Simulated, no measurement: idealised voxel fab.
process module | voxel released beams
cross-section cut | 200 nm wide | cells 5 nm
A cross-section is a grid of square cells, given in bands from the top down. A band is one or more rows of cells.
Each band's line starts with the height of the band's top and of its bottom, in nm. Then come its materials from left to right, each with its width in nm. One material with "throughout" fills the band from edge to edge. "air" is empty space.
Height 0 is the level under which the wafer as received is all one material. The lowest band goes on downwards, as in "0 down".
A width such as "30 to 40" changes by the same amount from each row of cells to the next, from the band's top row to its bottom row.
"no change" after a step means that no cell of the cross-section changed.
closed voids: empty space of 8 cells or more with no open way to the top, each as width x height at its distance from the left edge, in nm
after a step's settings: what the simulator itself notes on the step
overlay nm, on a step with a mask: how far to the right of its planned place the mask lay; to the left if negative
plan
1 op RECEIVE | material Si
2 op CONFORMAL_DEP | material SiN | thk nm 5
3 op DIRECTIONAL_DEP | material SiO2 | thk nm 15
4 op DIRECTIONAL_DEP | material aC | thk nm 15
5 op PATTERN | tone open | mask id ANCHOR | material resist | width nm 45 | thk nm 30 | overlay nm 0
6 op DIRECTIONAL_ETCH | etch materials aC | depth nm 15
7 op STRIP | etch materials resist
8 op DIRECTIONAL_ETCH | etch materials SiO2 | depth nm 15
9 op STRIP | etch materials aC
10 op CONFORMAL_DEP | material W | thk nm 15
11 op PATTERN | tone cover | mask id BEAM | material resist | width nm 90 | thk nm 20 | overlay nm 0
12 op DIRECTIONAL_ETCH | etch materials W | depth nm 15
13 op STRIP | etch materials resist
14 op STRIP | etch materials SiO2
first wafer, as planned
as received, after step 1
  0 down: Si throughout
  closed voids: none
after step 2
  5 to 0: SiN throughout
  below 0: unchanged
after step 3
  20 to 5: SiO2 throughout
  below 5: unchanged
after step 4
  35 to 20: aC throughout
  below 20: unchanged
after step 5
  65 to 35: resist 55 | air 45 | resist 100
  below 35: unchanged
after step 6
  50 to 35: resist 55 | air 45 | resist 100
  35 to 20: aC 55 | air 45 | aC 100
  below 20: unchanged
after step 7
  35 to 20: aC 55 | air 45 | aC 100
  below 20: unchanged
after step 8
  35 to 20: aC 55 | air 45 | aC 100
  20 to 5: SiO2 55 | air 45 | SiO2 100
  below 5: unchanged
after step 9
  20 to 5: SiO2 55 | air 45 | SiO2 100
  below 5: unchanged
after step 10
  35 to 20: W 70 | air 15 | W 115
  20 to 5: SiO2 55 | W 45 | SiO2 100
  below 5: unchanged
after step 11
  55 to 35: air 50 | resist 90 | air 60
  35 to 20: W 70 | resist 15 | W 115
  below 20: unchanged
after step 12
  55 to 35: air 50 | resist 90 | air 60
  35 to 20: air 50 | W 20 | resist 15 | W 55 | air 60
  below 20: unchanged
after step 13
  35 to 20: air 50 | W 20 | air 15 | W 55 | air 60
  below 20: unchanged
after step 14
  35 to 20: air 50 | W 20 | air 15 | W 55 | air 60
  20 to 5: air 55 | W 45 | air 100
  below 5: unchanged
second wafer: like start, like plan, one mistake. Through step 4 it matches the first wafer
when step 5 should have ended
  65 to 35: resist 60 | air 35 | resist 105
  below 35: unchanged
when step 6 should have ended
  50 to 35: resist 60 | air 35 | resist 105
  35 to 20: aC 60 | air 35 | aC 105
  below 20: unchanged
when step 7 should have ended
  35 to 20: aC 60 | air 35 | aC 105
  below 20: unchanged
when step 8 should have ended
  35 to 20: aC 60 | air 35 | aC 105
  20 to 5: SiO2 60 | air 35 | SiO2 105
  below 5: unchanged
when step 9 should have ended
  20 to 5: SiO2 60 | air 35 | SiO2 105
  below 5: unchanged
when step 10 should have ended
  35 to 20: W 75 | air 5 | W 120
  20 to 5: SiO2 60 | W 35 | SiO2 105
  below 5: unchanged
when step 11 should have ended
  55 to 35: air 50 | resist 90 | air 60
  35 to 20: W 75 | resist 5 | W 120
  below 20: unchanged
when step 12 should have ended
  55 to 35: air 50 | resist 90 | air 60
  35 to 20: air 50 | W 25 | resist 5 | W 60 | air 60
  below 20: unchanged
when step 13 should have ended
  35 to 20: air 50 | W 25 | air 5 | W 60 | air 60
  below 20: unchanged
when step 14 should have ended
  35 to 20: air 50 | W 25 | air 5 | W 60 | air 60
  20 to 5: air 60 | W 35 | air 105
  below 5: unchanged
what went wrong: step 5 ran as: op PATTERN | tone open | mask id ANCHOR | material resist | width nm 35 | thk nm 30 | overlay nm 0
at the end the second wafer has, in cells: as many of each material as the first, in other places
